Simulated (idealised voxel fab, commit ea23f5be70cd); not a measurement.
The name of this process module is voxel wiring stack.
Displayed cross-section: cut, width of 170 nm, square cells sized 5 nm.
Cross-section spec: square-cell grid; bands listed top down; each band is one or more rows. Each band's line starts with the height of the band's top and of its bottom, in nm. Then come its materials from left to right, each with its width in nm. One material with "throughout" fills the band from edge to edge. "air" is empty space. The reference from which all heights are counted is 0, the level beneath which the as-received wafer is entirely one material; the lowest band, having no lower bound, proceeds downward and is written after the example "0..down". The notation "30..40" denotes a width that varies across the rows of cells in the band, beginning at the first number in the top row, finishing at the second number in the bottom row, and changing by an identical amount from each row to the next. "no change occurred" -> step changed no cross-section cell. This entry, "Closed void inventory", enumerates those empty regions of no fewer than 8 cells that possess no open connection to the top. Each region is reported in the form width x height at distance, the distance being taken from the left edge, with all three quantities expressed in nm. Whatever follows a step's settings on its line is a remark the simulator itself makes about that step. Regarding "overlay nm": on a step with a mask, it is the distance the mask lay to the right of its planned place; a negative value places it to the left.

[Listed below are the process steps as planned]
| 1 | RECEIVE, material Si |
| 2 | CONFORMAL_DEP, material SiO2, thk nm 10 |
| 3 | DIRECTIONAL_DEP, material TiN, thk nm 5 |
| 4 | DIRECTIONAL_DEP, material W, thk nm 20 |
| 5 | PATTERN, tone cover, mask id METAL_1, material resist, width nm 20, pitch nm 35, thk nm 15, overlay nm 0 |
| 6 | DIRECTIONAL_ETCH, etch materials W, depth nm 20 |
| 7 | DIRECTIONAL_ETCH, etch materials TiN, depth nm 5 |
| 8 | STRIP, etch materials resist |
| 9 | CONFORMAL_DEP, material SiN, thk nm 5 |
| 10 | FILL_DEP, material lowk, thk nm 10 |
| 11 | CMP, height nm 35 |
| 12 | CONFORMAL_DEP, material SiCN, thk nm 5 |
| 13 | DIRECTIONAL_DEP, material SiO2, thk nm 10 |
| 14 | DIRECTIONAL_DEP, material aC, thk nm 10 |
| 15 | PATTERN, tone open, mask id PLUG_1, material resist, width nm 15, pitch nm 35, thk nm 25, overlay nm 0 |
| 16 | DIRECTIONAL_ETCH, etch materials aC, depth nm 10 |
| 17 | STRIP, etch materials resist |
| 18 | DIRECTIONAL_ETCH, etch materials SiO2, depth nm 10 |
| 19 | DIRECTIONAL_ETCH, etch materials SiCN, depth nm 5 |
| 20 | STRIP, etch materials aC |
| 21 | CONFORMAL_DEP, material TiN, thk nm 5 |
| 22 | FILL_DEP, material Ru, thk nm 5 |
| 23 | CMP, height nm 50 |
| 24 | DIRECTIONAL_DEP, material TiN, thk nm 5 |
| 25 | DIRECTIONAL_DEP, material Ru, thk nm 15 |
| 26 | MASKED_ETCH, tone cover, mask id METAL_2, width nm 20, pitch nm 35, etch materials Ru, depth nm 15, overlay nm 0 |
| 27 | MASKED_ETCH, tone cover, mask id METAL_2, width nm 20, pitch nm 35, etch materials TiN, depth nm 5, overlay nm 0 |
| 28 | FILL_DEP, material SiO2, thk nm 5 |
| 29 | CMP, height nm 70 |
| 30 | CONFORMAL_DEP, material SiCN, thk nm 5 |
| 31 | DIRECTIONAL_DEP, material SiO2, thk nm 20 |
| 32 | DIRECTIONAL_DEP, material aC, thk nm 15 |
| 33 | PATTERN, tone open, mask id PLUG_2, material resist, width nm 15, pitch nm 35, thk nm 35, overlay nm 0 |
| 34 | DIRECTIONAL_ETCH, etch materials aC, depth nm 15 |
| 35 | STRIP, etch materials resist |
| 36 | DIRECTIONAL_ETCH, etch materials SiO2, depth nm 20 |
| 37 | DIRECTIONAL_ETCH, etch materials SiCN, depth nm 5 |
| 38 | STRIP, etch materials aC |
| 39 | CONFORMAL_DEP, material TiN, thk nm 5 |
| 40 | FILL_DEP, material Ru, thk nm 5 |
| 41 | CMP, height nm 95 |
| 42 | DIRECTIONAL_DEP, material TiN, thk nm 5 |
| 43 | DIRECTIONAL_DEP, material W, thk nm 15 |
| 44 | MASKED_ETCH, tone cover, mask id METAL_3, width nm 20, pitch nm 35, etch materials W, depth nm 15, overlay nm 0 |
| 45 | MASKED_ETCH, tone cover, mask id METAL_3, width nm 20, pitch nm 35, etch materials TiN, depth nm 5, overlay nm 0 |
| 46 | FILL_DEP, material SiO2, thk nm 10 |
| 47 | CMP, height nm 115 |
| 48 | CONFORMAL_DEP, material SiN, thk nm 5 |

[Cross-section of the incoming wafer, state after step 1]
  0..down  Si throughout
  Closed void inventory: none

[Cross-section taken at module completion on the first of two wafers; processed per the plan]
  120..115  SiN throughout
  115..100  55 of SiO2, 20 of W, 15 of SiO2, 20 of W, 60 of SiO2
  100..95  55 of SiO2, 20 of TiN, 15 of SiO2, 20 of TiN, 60 of SiO2
  95..75  55 of SiO2, 5 of TiN, 5 of Ru, 5 of TiN, 20 of SiO2, 5 of TiN, 5 of Ru, 5 of TiN, 65 of SiO2
  75..70  55 of SiCN, 15 of TiN, 20 of SiCN, 15 of TiN, 65 of SiCN
  70..55  55 of SiO2, 20 of Ru, 15 of SiO2, 20 of Ru, 60 of SiO2
  55..50  55 of SiO2, 20 of TiN, 15 of SiO2, 20 of TiN, 60 of SiO2
  50..40  55 of SiO2, 5 of TiN, 5 of Ru, 5 of TiN, 20 of SiO2, 5 of TiN, 5 of Ru, 5 of TiN, 65 of SiO2
  40..35  55 of SiCN, 15 of TiN, 20 of SiCN, 15 of TiN, 65 of SiCN
  35..15  50 of lowk, 5 of SiN, 20 of W, 5 of SiN, 5 of lowk, 5 of SiN, 20 of W, 5 of SiN, 55 of lowk
  15..10  55 of SiN, 20 of TiN, 15 of SiN, 20 of TiN, 60 of SiN
  10..0  SiO2 throughout
  0..down  Si throughout
  Closed void inventory: none

[Now the second wafer, cross-sectioned at the end of the module. Nothing different at the start, nothing different in the plan compared with the first, just one mistake when it was actually run]
  120..115  SiN throughout
  115..100  55 of SiO2, 20 of W, 15 of SiO2, 20 of W, 60 of SiO2
  100..95  55 of SiO2, 20 of TiN, 15 of SiO2, 20 of TiN, 60 of SiO2
  95..75  55 of SiO2, 5 of TiN, 5 of Ru, 5 of TiN, 20 of SiO2, 5 of TiN, 5 of Ru, 5 of TiN, 65 of SiO2
  75..70  55 of SiCN, 15 of TiN, 20 of SiCN, 15 of TiN, 65 of SiCN
  70..55  55 of SiO2, 20 of Ru, 15 of SiO2, 20 of Ru, 60 of SiO2
  55..50  55 of SiO2, 20 of TiN, 15 of SiO2, 20 of TiN, 60 of SiO2
  50..40  45 of SiO2, 5 of TiN, 5 of Ru, 5 of TiN, 20 of SiO2, 5 of TiN, 5 of Ru, 5 of TiN, 75 of SiO2
  40..35  45 of SiCN, 15 of TiN, 20 of SiCN, 15 of TiN, 75 of SiCN
  35..15  50 of lowk, 5 of SiN, 20 of W, 5 of SiN, 5 of lowk, 5 of SiN, 20 of W, 5 of SiN, 55 of lowk
  15..10  55 of SiN, 20 of TiN, 15 of SiN, 20 of TiN, 60 of SiN
  10..0  SiO2 throughout
  0..down  Si throughout
  Closed void inventory: none
Heads up, the wafer didn't run the way we planned it: step 15 was processed under conditions differing from the plan, specifically as PATTERN, tone open, mask id PLUG_1, material resist, width nm 15, pitch nm 35, thk nm 25, overlay nm -10
In the final comparison it is observed that the number of cells assigned to each material is identical for the two wafers, whereas their placement is not.
